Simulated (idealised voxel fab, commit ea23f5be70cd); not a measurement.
This is a process module. Its name is voxel ribs on slabs.
The cross-section on display is named cut; it measures 240 nm wide, and its cells are 5 nm squares.
The cross-sections in this document take the form of a grid made of square cells. They are written out as bands, in order from top to bottom. Each band consists of one or more rows of cells.
Look at the band entry: it leads with the top's height and the bottom's height in nm. Then it lists the materials left to right, with a width in nm for each. The word "edge to edge" on a single material says that material fills the band edge to edge. The word "air" is empty space.
Heights are measured from 0, the level below which the as-received wafer is all one material; the lowest band has no bottom and continues downward, written as in "from 0 down".
A width such as "30 to 40" changes by the same amount from each row of cells to the next, from the band's top row to its bottom row.
The designation "no change", where it is given for a processing step, indicates that no cell of the cross-section was altered in the course of that step.
Enclosed internal voids: empty space of 8 cells or more with no open way to the top, each as width x height at its distance from the left edge, in nm
The remark found on a step's line after its settings is issued by the simulator itself and pertains to that step.
overlay nm, on a step with a mask: how far to the right of its planned place the mask lay; to the left if negative

Process steps foreseen in the plan:
1 RECEIVE: material Si
2 DIRECTIONAL_DEP: material SiO2, thk nm 30
3 DIRECTIONAL_DEP: material SiN, thk nm 25
4 DIRECTIONAL_DEP: material aC, thk nm 10
5 PATTERN: tone cover, mask id RIB, material resist, width nm 25, thk nm 25, overlay nm 0
6 DIRECTIONAL_ETCH: etch materials aC, depth nm 10
7 STRIP: etch materials resist
8 DIRECTIONAL_ETCH: etch materials SiN, depth nm 10
9 STRIP: etch materials aC
10 PATTERN: tone cover, mask id SLAB, material resist, width nm 85, thk nm 20, overlay nm 0
11 DIRECTIONAL_ETCH: etch materials SiN, depth nm 15
12 STRIP: etch materials resist
13 FILL_DEP: material SiO2, thk nm 30
14 CMP: height nm 75
15 DIRECTIONAL_DEP: material W, thk nm 10
16 DIRECTIONAL_DEP: material aC, thk nm 15
17 PATTERN: tone cover, mask id HEATER, material resist, width nm 35, thk nm 35, overlay nm 0
18 DIRECTIONAL_ETCH: etch materials aC, depth nm 15
19 STRIP: etch materials resist
20 DIRECTIONAL_ETCH: etch materials W, depth nm 10
21 STRIP: etch materials aC
22 CONFORMAL_DEP: material SiN, thk nm 10

Cross-section of the incoming wafer, state after step 1:
- from 0 down  Si edge to edge
- Enclosed internal voids: none

First wafer at the end, as planned:
- from 95 to 85  air=90; SiN=55; air=95
- from 85 to 75  SiN=100; W=35; SiN=105
- from 75 to 55  SiO2 edge to edge
- from 55 to 45  SiO2=105; SiN=25; SiO2=110
- from 45 to 30  SiO2=75; SiN=85; SiO2=80
- from 30 to 0  SiO2 edge to edge
- from 0 down  Si edge to edge
- Enclosed internal voids: none

Second of two wafers, module complete, sectioned: it shares the first wafer's start and plan but was run with one mistake:
- from 85 to 75  air=100; W=35; air=105
- from 75 to 55  SiO2 edge to edge
- from 55 to 45  SiO2=105; SiN=25; SiO2=110
- from 45 to 30  SiO2=75; SiN=85; SiO2=80
- from 30 to 0  SiO2 edge to edge
- from 0 down  Si edge to edge
- Enclosed internal voids: none
Processing error: no execution of plan step 22; skipped
Looking at both finished wafers in cells, the second ends up ahead of or behind the first on some materials: SiN: 104 fewer
